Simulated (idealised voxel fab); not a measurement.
The following process module bears the name voxel self aligned vias.
cross-section cut | 225 nm wide | cells 5 nm
When this document writes out a cross-section, it uses a grid of square cells and lists it as bands, beginning at the top and moving down, with a band standing for one or more rows of cells.
Read a band's entry like this: the first values are the height of its top and the height of its bottom in nm, and what follows is the sequence of materials from left to right, each with its width in nm. Note that "empty" is empty space, and that a single material marked "full width" reaches across the band from edge to edge.
Basically, 0 is our baseline, since under it the wafer straight out of the box is all one material. The bottom band has no lower end and keeps on going down, so it looks like "top 0, no bottom".
Read "30..40" as a graded width: first number on top, second number at the bottom, same change between each pair of neighbouring rows.
It should be understood that the words "left unchanged", when stated for a given step, signify that the cross-section underwent no change in any of its cells during that step.
If an empty space has no open way to the top and is at least 8 cells in size, "Fully closed voids" lists it, written width x height at distance, where distance is measured from the left edge and every value is in nm.
If you see something after the settings on a step's line, that's the simulator's own remark about that step.
Steps that use a mask can have "overlay nm" on their line. It says how far the mask sat to the right of where it was meant to be. Negative means to the left.

THIS SECTION LISTS THE PROCESS STEPS THAT WERE PLANNED
1 RECEIVE: material Si
2 CONFORMAL_DEP: material SiO2, thk nm 10
3 CONFORMAL_DEP: material SiCN, thk nm 5
4 DIRECTIONAL_DEP: material SiO2, thk nm 20
5 PATTERN: tone open, mask id LINES, material resist, width nm 25, pitch nm 60, thk nm 15, overlay nm 0
6 DIRECTIONAL_ETCH: etch materials SiO2, depth nm 20
7 STRIP: etch materials resist
8 CONFORMAL_DEP: material TiN, thk nm 5
9 FILL_DEP: material Ru, thk nm 5
10 CMP: height nm 35
11 SELECTIVE_ETCH: etch materials W Ru TiN, depth nm 10
12 FILL_DEP: material SiN, thk nm 5
13 CMP: height nm 35
14 DIRECTIONAL_DEP: material SiO2, thk nm 15
15 MASKED_ETCH: tone open, mask id VIAS, width nm 45, pitch nm 120, etch materials SiO2, depth nm 15, overlay nm 0
16 MASKED_ETCH: tone open, mask id VIAS, width nm 45, pitch nm 120, etch materials SiN, depth nm 10, overlay nm 0
17 CONFORMAL_DEP: material TiN, thk nm 5
18 FILL_DEP: material Cu, thk nm 5
19 CMP: height nm 50
20 CONFORMAL_DEP: material SiN, thk nm 5

CROSS-SECTION OF THE WAFER AT RECEIPT, WHICH IS THE CONDITION AFTER STEP 1
    top 0, no bottom | Si full width
    Fully closed voids: none

MODULE COMPLETE, CROSS-SECTION. STARTING POINT AND PLAN PER ABOVE. ONE MISTAKE MADE IN RUNNING THE MODULE
    top 50, bottom 45 | SiN full width
    top 45, bottom 35 | 30 SiO2 / 5..15 TiN / 35..15 Cu / 5..15 TiN / 75 SiO2 / 5..15 TiN / 35..15 Cu / 5..15 TiN / 30 SiO2
    top 35, bottom 30 | 40 SiO2 / 5 TiN / 15 Cu / 5 TiN / 35 SiO2 / 25 SiN / 35 SiO2 / 5 TiN / 15 Cu / 5 TiN / 40 SiO2
    top 30, bottom 25 | 40 SiO2 / 25 TiN / 35 SiO2 / 25 SiN / 35 SiO2 / 25 TiN / 40 SiO2
    top 25, bottom 20 | 40 SiO2 / 5 TiN / 15 Ru / 5 TiN / 35 SiO2 / 5 TiN / 15 Ru / 5 TiN / 35 SiO2 / 5 TiN / 15 Ru / 5 TiN / 40 SiO2
    top 20, bottom 15 | 40 SiO2 / 25 TiN / 35 SiO2 / 25 TiN / 35 SiO2 / 25 TiN / 40 SiO2
    top 15, bottom 10 | SiCN full width
    top 10, bottom 0 | SiO2 full width
    top 0, no bottom | Si full width
    Fully closed voids: none
What went wrong in running the wafer? step 19 deviated from plan and actually ran as CMP: height nm 45
